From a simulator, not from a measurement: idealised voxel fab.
This section sets out a process module, namely voxel local oxidation.
The figure presents cross-section cut, which has a width of 230 nm and is divided into square cells with an edge length of 5 nm.
Reading order for cross-sections: top band down to bottom band. Underlying form: a grid of square cells. Band size: one or more rows of cells.
What a band's entry tells you: where the top is and where the bottom is, as heights in nm, and after that what lies inside, material by material from left to right, each with its width in nm. Empty space is written as the word "blank", and a single material marked with the word "edge to edge" occupies the band from edge to edge.
Beneath 0, the wafer as received is one material, and that level is where height counting begins. The lowest band goes on downward without a bottom; it is written like "0 -> down".
Note: "30..40" means the width goes from the first number (top row of the band) to the second number (bottom row) in equal steps per row of cells.
Key: "no modification" - step with no changed cell in the cross-section.
In "Enclosed voids" the enclosed voids are listed, meaning empty spaces of 8 cells or larger without any opening to the top. The form is width x height at distance, distance from the left edge, units nm.
Formally, on a step line, whatever follows the settings is a remark that the simulator itself makes on the step.
overlay nm: on a step with a mask, how far right of its planned place the mask lay; negative means left.

[Intended process steps]
1. RECEIVE: material Si
2. CONFORMAL_DEP: material SiO2, thk nm 5
3. CONFORMAL_DEP: material SiN, thk nm 15
4. DIRECTIONAL_DEP: material aC, thk nm 15
5. PATTERN: tone cover, mask id ACTIVE, material resist, width nm 120, thk nm 30, overlay nm 0
6. DIRECTIONAL_ETCH: etch materials aC, depth nm 15
7. STRIP: etch materials resist
8. DIRECTIONAL_ETCH: etch materials SiN, depth nm 15
9. STRIP: etch materials aC
10. SELECTIVE_ETCH: etch materials SiO2, depth nm 5
11. OXIDIZE: depth nm 15
12. STRIP: etch materials SiN

[First of two wafers, processed according to plan]

[Cross-section of the incoming wafer, state after step 1]
- 0 -> down: Si edge to edge
- Enclosed voids: none

[Sectional view: wafer, after step 2]
- 5 -> 0: SiO2 edge to edge
- Below 0, the layers are the same as they were.

[Sectional view: wafer, after step 3]
- 20 -> 5: SiN edge to edge
- Below 5, the layers are the same as they were.

[Sectional view: wafer, after step 4]
- 35 -> 20: aC edge to edge
- Below 20, the layers are the same as they were.

[Sectional view: wafer, after step 5]
- 65 -> 35: blank=55, resist=120, blank=55
- Below 35, the layers are the same as they were.

[Sectional view: wafer, after step 6]
- 50 -> 35: blank=55, resist=120, blank=55
- 35 -> 20: blank=55, aC=120, blank=55
- Below 20, the layers are the same as they were.

[Sectional view: wafer, after step 7]
- 35 -> 20: blank=55, aC=120, blank=55
- Below 20, the layers are the same as they were.

[Sectional view: wafer, after step 8]
- 35 -> 20: blank=55, aC=120, blank=55
- 20 -> 5: blank=55, SiN=120, blank=55
- Below 5, the layers are the same as they were.

[Sectional view: wafer, after step 9]
- 20 -> 5: blank=55, SiN=120, blank=55
- Below 5, the layers are the same as they were.

[Sectional view: wafer, after step 10]
- 20 -> 5: blank=55, SiN=120, blank=55
- 5 -> 0: blank=60, SiO2=110, blank=60
- Below 0, the layers are the same as they were.

[Sectional view: wafer, after step 11]
- 20 -> 5: blank=55, SiN=120, blank=55
- 5 -> 0: blank=60, SiO2=110, blank=60
- 0 -> -15: SiO2=75, Si=80, SiO2=75
- Below -15, the layers are the same as they were.

[Sectional view: wafer, after step 12]
- 5 -> 0: blank=60, SiO2=110, blank=60
- Below 0, the layers are the same as they were.

[The Second Wafer: Common Origin and Plan, One Mistake in Execution, Identical to the First Through Step 4]

[Second wafer at the planned finish of step 5, seen in cross-section]
- 65 -> 35: blank=60, resist=115, blank=55
- Below 35, the layers are the same as they were.

[Second wafer at the planned finish of step 6, seen in cross-section]
- 50 -> 35: blank=60, resist=115, blank=55
- 35 -> 20: blank=60, aC=115, blank=55
- Below 20, the layers are the same as they were.

[Second wafer at the planned finish of step 7, seen in cross-section]
- 35 -> 20: blank=60, aC=115, blank=55
- Below 20, the layers are the same as they were.

[Second wafer at the planned finish of step 8, seen in cross-section]
- 35 -> 20: blank=60, aC=115, blank=55
- 20 -> 5: blank=60, SiN=115, blank=55
- Below 5, the layers are the same as they were.

[Second wafer at the planned finish of step 9, seen in cross-section]
- 20 -> 5: blank=60, SiN=115, blank=55
- Below 5, the layers are the same as they were.

[Second wafer at the planned finish of step 10, seen in cross-section]
- 20 -> 5: blank=60, SiN=115, blank=55
- 5 -> 0: blank=65, SiO2=105, blank=60
- Below 0, the layers are the same as they were.

[Second wafer at the planned finish of step 11, seen in cross-section]
- 20 -> 5: blank=60, SiN=115, blank=55
- 5 -> 0: blank=65, SiO2=105, blank=60
- 0 -> -15: SiO2=80, Si=75, SiO2=75
- Below -15, the layers are the same as they were.

[Second wafer at the planned finish of step 12, seen in cross-section]
- 5 -> 0: blank=65, SiO2=105, blank=60
- Below 0, the layers are the same as they were.
Heads up, the wafer didn't run the way we planned it: step 5 ran with different settings than intended, the actual operation and settings being PATTERN: tone cover, mask id ACTIVE, material resist, width nm 115, thk nm 30, overlay nm 0
Bottom line after processing is that, in cells, the second wafer is up or down on some materials versus the first: Si -3 | SiO2 +2
